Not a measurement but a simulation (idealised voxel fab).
process module | voxel ribs on slabs
cross-section cut | 295 nm wide | cells 5 nm
A cross-section is a grid of square cells, given in bands from the top down. A band is one or more rows of cells.
Each band's line starts with the height of the band's top and of its bottom, in nm. Then come its materials from left to right, each with its width in nm. One material with "throughout" fills the band from edge to edge. "air" is empty space.
Height 0 is the level under which the wafer as received is all one material. The lowest band goes on downwards, as in "0 down".
A width such as "30 to 40" changes by the same amount from each row of cells to the next, from the band's top row to its bottom row.
"no change" after a step means that no cell of the cross-section changed.
closed voids: empty space of 8 cells or more with no open way to the top, each as width x height at its distance from the left edge, in nm
after a step's settings: what the simulator itself notes on the step
overlay nm, on a step with a mask: how far to the right of its planned place the mask lay; to the left if negative
plan
1 op RECEIVE | material Si
2 op DIRECTIONAL_DEP | material SiO2 | thk nm 20
3 op DIRECTIONAL_DEP | material SiN | thk nm 25
4 op MASKED_ETCH | tone cover | mask id RIB | width nm 30 | etch materials SiN | depth nm 5 | overlay nm 0
5 op PATTERN | tone cover | mask id SLAB | material resist | width nm 60 | thk nm 20 | overlay nm 0
6 op DIRECTIONAL_ETCH | etch materials SiN | depth nm 20
7 op STRIP | etch materials resist
8 op FILL_DEP | material SiO2 | thk nm 25
9 op CMP | height nm 65
10 op DIRECTIONAL_DEP | material W | thk nm 5
11 op DIRECTIONAL_DEP | material aC | thk nm 10
12 op PATTERN | tone cover | mask id HEATER | material resist | width nm 40 | thk nm 30 | overlay nm 0
13 op DIRECTIONAL_ETCH | etch materials aC | depth nm 10
14 op STRIP | etch materials resist
15 op DIRECTIONAL_ETCH | etch materials W | depth nm 5
16 op STRIP | etch materials aC
17 op CONFORMAL_DEP | material SiO2 | thk nm 5
as received, after step 1
  0 down: Si throughout
  closed voids: none
first wafer at the end, as planned
  75 to 70: air 120 | SiO2 50 | air 125
  70 to 65: SiO2 125 | W 40 | SiO2 130
  65 to 45: SiO2 throughout
  45 to 40: SiO2 130 | SiN 30 | SiO2 135
  40 to 20: SiO2 115 | SiN 60 | SiO2 120
  20 to 0: SiO2 throughout
  0 down: Si throughout
  closed voids: none
second wafer at the end: like start, like plan, one mistake
  75 to 70: air 120 | SiO2 50 | air 125
  70 to 65: SiO2 125 | W 40 | SiO2 130
  65 to 40: SiO2 throughout
  40 to 25: SiN 115 | SiO2 60 | SiN 120
  25 to 20: SiN 115 | SiO2 15 | SiN 30 | SiO2 15 | SiN 120
  20 to 0: SiO2 throughout
  0 down: Si throughout
  closed voids: none
what went wrong: step 5 ran as: op PATTERN | tone open | mask id SLAB | material resist | width nm 60 | thk nm 20 | overlay nm 0
at the end the second wafer has, in cells: 140 more of SiN | 140 fewer of SiO2
